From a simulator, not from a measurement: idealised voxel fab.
Process module, titled voxel air gaps
Section shown: cut. Width: 245 nm. Cell size: 5 nm, square.
In this document a cross-section is written as a grid of square cells. It is given as a series of bands, listed from the top down, and a band is one or more rows of cells. Band: top and bottom heights (nm) first, top before bottom; then materials from left to right, widths in nm. "everywhere" marks a sole material filling the band edge to edge. "air" denotes empty space. Height is counted from the level 0, under which the received wafer is composed throughout of one material. The lowest of the bands is not closed at the bottom but continues downward, in the notation "0 and below". Note: "30 to 40" means the width goes from the first number (top row of the band) to the second number (bottom row) in equal steps per row of cells. "everything unchanged" (step): cross-section cells unchanged, all of them. Empty spaces counting at least 8 cells and having no open way to the top are listed in "Fully closed voids". The notation width x height at distance is used for each, the distance being from the left edge and all three values in nm. On a step's line, text after the settings is the simulator commenting on that step. The optional step-line setting "overlay nm" applies to steps with a mask and quantifies how far to the right of its planned location the mask lay, a negative value indicating leftward placement.
The process steps that were planned are listed below
- 1: RECEIVE | material Si
- 2: CONFORMAL_DEP | material SiO2 | thk nm 10
- 3: CONFORMAL_DEP | material SiN | thk nm 5
- 4: DIRECTIONAL_DEP | material SiO2 | thk nm 35
- 5: PATTERN | tone open | mask id LINES | material resist | width nm 20 | pitch nm 50 | thk nm 20 | overlay nm 0
- 6: DIRECTIONAL_ETCH | etch materials SiO2 | depth nm 35
- 7: STRIP | etch materials resist
- 8: CONFORMAL_DEP | material TiN | thk nm 5
- 9: FILL_DEP | material W | thk nm 10
- 10: CMP | height nm 50
- 11: EPI | material Ru | thk nm 10
- 12: SELECTIVE_ETCH | etch materials SiO2 | depth nm 45
- 13: CONFORMAL_DEP | material SiN | thk nm 5
First of the two wafers, run per plan
Step 1 complete: cross-section of the wafer as received
  0 and below  Si everywhere
  Fully closed voids: none
Sectional view: wafer, after step 2
  10 down to 0  SiO2 everywhere
  Lower than 0, everything is as it was.
Sectional view: wafer, after step 3
  15 down to 10  SiN everywhere
  Lower than 10, everything is as it was.
Sectional view: wafer, after step 4
  50 down to 15  SiO2 everywhere
  Lower than 15, everything is as it was.
Sectional view: wafer, after step 5
  70 down to 50  60 resist, then 20 air, then 30 resist, then 20 air, then 30 resist, then 20 air, then 65 resist
  Lower than 50, everything is as it was.
Sectional view: wafer, after step 6
  70 down to 50  60 resist, then 20 air, then 30 resist, then 20 air, then 30 resist, then 20 air, then 65 resist
  50 down to 15  60 SiO2, then 20 air, then 30 SiO2, then 20 air, then 30 SiO2, then 20 air, then 65 SiO2
  Lower than 15, everything is as it was.
Sectional view: wafer, after step 7
  50 down to 15  60 SiO2, then 20 air, then 30 SiO2, then 20 air, then 30 SiO2, then 20 air, then 65 SiO2
  Lower than 15, everything is as it was.
Sectional view: wafer, after step 8
  55 down to 50  65 TiN, then 10 air, then 40 TiN, then 10 air, then 40 TiN, then 10 air, then 70 TiN
  50 down to 20  60 SiO2, then 5 TiN, then 10 air, then 5 TiN, then 30 SiO2, then 5 TiN, then 10 air, then 5 TiN, then 30 SiO2, then 5 TiN, then 10 air, then 5 TiN, then 65 SiO2
  20 down to 15  60 SiO2, then 20 TiN, then 30 SiO2, then 20 TiN, then 30 SiO2, then 20 TiN, then 65 SiO2
  Lower than 15, everything is as it was.
Sectional view: wafer, after step 9
  65 down to 55  W everywhere
  55 down to 50  65 TiN, then 10 W, then 40 TiN, then 10 W, then 40 TiN, then 10 W, then 70 TiN
  50 down to 20  60 SiO2, then 5 TiN, then 10 W, then 5 TiN, then 30 SiO2, then 5 TiN, then 10 W, then 5 TiN, then 30 SiO2, then 5 TiN, then 10 W, then 5 TiN, then 65 SiO2
  Lower than 20, everything is as it was.
Sectional view: wafer, after step 10
  50 down to 20  60 SiO2, then 5 TiN, then 10 W, then 5 TiN, then 30 SiO2, then 5 TiN, then 10 W, then 5 TiN, then 30 SiO2, then 5 TiN, then 10 W, then 5 TiN, then 65 SiO2
  Lower than 20, everything is as it was.
Sectional view: wafer, after step 11
  60 down to 50  50 air, then 40 Ru, then 10 air, then 40 Ru, then 10 air, then 40 Ru, then 55 air
  Lower than 50, everything is as it was.
Sectional view: wafer, after step 12
  60 down to 50  50 air, then 40 Ru, then 10 air, then 40 Ru, then 10 air, then 40 Ru, then 55 air
  50 down to 20  60 air, then 5 TiN, then 10 W, then 5 TiN, then 30 air, then 5 TiN, then 10 W, then 5 TiN, then 30 air, then 5 TiN, then 10 W, then 5 TiN, then 65 air
  20 down to 15  60 air, then 20 TiN, then 30 air, then 20 TiN, then 30 air, then 20 TiN, then 65 air
  Lower than 15, everything is as it was.
Sectional view: wafer, after step 13
  65 down to 60  45 air, then 150 SiN, then 50 air
  60 down to 50  45 air, then 5 SiN, then 40 Ru, then 10 SiN, then 40 Ru, then 10 SiN, then 40 Ru, then 5 SiN, then 50 air
  50 down to 45  45 air, then 15 SiN, then 5 TiN, then 10 W, then 5 TiN, then 30 SiN, then 5 TiN, then 10 W, then 5 TiN, then 30 SiN, then 5 TiN, then 10 W, then 5 TiN, then 15 SiN, then 50 air
  45 down to 20  55 air, then 5 SiN, then 5 TiN, then 10 W, then 5 TiN, then 5 SiN, then 20 air, then 5 SiN, then 5 TiN, then 10 W, then 5 TiN, then 5 SiN, then 20 air, then 5 SiN, then 5 TiN, then 10 W, then 5 TiN, then 5 SiN, then 60 air
  20 down to 15  60 SiN, then 20 TiN, then 30 SiN, then 20 TiN, then 30 SiN, then 20 TiN, then 65 SiN
  Lower than 15, everything is as it was.
  Fully closed voids: 20 x 25 at 85; 20 x 25 at 135
Wafer two. Identical start, identical plan. One mistake in execution. Identical history through step 4
Here is the second wafer in cross-section at the point where step 5 of the plan should have been done
  70 down to 50  50 resist, then 20 air, then 30 resist, then 20 air, then 30 resist, then 20 air, then 75 resist
  Lower than 50, everything is as it was.
Here is the second wafer in cross-section at the point where step 6 of the plan should have been done
  70 down to 50  50 resist, then 20 air, then 30 resist, then 20 air, then 30 resist, then 20 air, then 75 resist
  50 down to 15  50 SiO2, then 20 air, then 30 SiO2, then 20 air, then 30 SiO2, then 20 air, then 75 SiO2
  Lower than 15, everything is as it was.
Here is the second wafer in cross-section at the point where step 7 of the plan should have been done
  50 down to 15  50 SiO2, then 20 air, then 30 SiO2, then 20 air, then 30 SiO2, then 20 air, then 75 SiO2
  Lower than 15, everything is as it was.
Here is the second wafer in cross-section at the point where step 8 of the plan should have been done
  55 down to 50  55 TiN, then 10 air, then 40 TiN, then 10 air, then 40 TiN, then 10 air, then 80 TiN
  50 down to 20  50 SiO2, then 5 TiN, then 10 air, then 5 TiN, then 30 SiO2, then 5 TiN, then 10 air, then 5 TiN, then 30 SiO2, then 5 TiN, then 10 air, then 5 TiN, then 75 SiO2
  20 down to 15  50 SiO2, then 20 TiN, then 30 SiO2, then 20 TiN, then 30 SiO2, then 20 TiN, then 75 SiO2
  Lower than 15, everything is as it was.
Here is the second wafer in cross-section at the point where step 9 of the plan should have been done
  65 down to 55  W everywhere
  55 down to 50  55 TiN, then 10 W, then 40 TiN, then 10 W, then 40 TiN, then 10 W, then 80 TiN
  50 down to 20  50 SiO2, then 5 TiN, then 10 W, then 5 TiN, then 30 SiO2, then 5 TiN, then 10 W, then 5 TiN, then 30 SiO2, then 5 TiN, then 10 W, then 5 TiN, then 75 SiO2
  Lower than 20, everything is as it was.
Here is the second wafer in cross-section at the point where step 10 of the plan should have been done
  50 down to 20  50 SiO2, then 5 TiN, then 10 W, then 5 TiN, then 30 SiO2, then 5 TiN, then 10 W, then 5 TiN, then 30 SiO2, then 5 TiN, then 10 W, then 5 TiN, then 75 SiO2
  Lower than 20, everything is as it was.
Here is the second wafer in cross-section at the point where step 11 of the plan should have been done
  60 down to 50  40 air, then 40 Ru, then 10 air, then 40 Ru, then 10 air, then 40 Ru, then 65 air
  Lower than 50, everything is as it was.
Here is the second wafer in cross-section at the point where step 12 of the plan should have been done
  60 down to 50  40 air, then 40 Ru, then 10 air, then 40 Ru, then 10 air, then 40 Ru, then 65 air
  50 down to 20  50 air, then 5 TiN, then 10 W, then 5 TiN, then 30 air, then 5 TiN, then 10 W, then 5 TiN, then 30 air, then 5 TiN, then 10 W, then 5 TiN, then 75 air
  20 down to 15  50 air, then 20 TiN, then 30 air, then 20 TiN, then 30 air, then 20 TiN, then 75 air
  Lower than 15, everything is as it was.
Here is the second wafer in cross-section at the point where step 13 of the plan should have been done
  65 down to 60  35 air, then 150 SiN, then 60 air
  60 down to 50  35 air, then 5 SiN, then 40 Ru, then 10 SiN, then 40 Ru, then 10 SiN, then 40 Ru, then 5 SiN, then 60 air
  50 down to 45  35 air, then 15 SiN, then 5 TiN, then 10 W, then 5 TiN, then 30 SiN, then 5 TiN, then 10 W, then 5 TiN, then 30 SiN, then 5 TiN, then 10 W, then 5 TiN, then 15 SiN, then 60 air
  45 down to 20  45 air, then 5 SiN, then 5 TiN, then 10 W, then 5 TiN, then 5 SiN, then 20 air, then 5 SiN, then 5 TiN, then 10 W, then 5 TiN, then 5 SiN, then 20 air, then 5 SiN, then 5 TiN, then 10 W, then 5 TiN, then 5 SiN, then 70 air
  20 down to 15  50 SiN, then 20 TiN, then 30 SiN, then 20 TiN, then 30 SiN, then 20 TiN, then 75 SiN
  Lower than 15, everything is as it was.
  Fully closed voids: 20 x 25 at 75; 20 x 25 at 125
Against the plan, the run slipped here: step 5 did not happen as planned, as run it was PATTERN | tone open | mask id LINES | material resist | width nm 20 | pitch nm 50 | thk nm 20 | overlay nm -10
Final state: per-material cell counts identical on both wafers; locations differ.
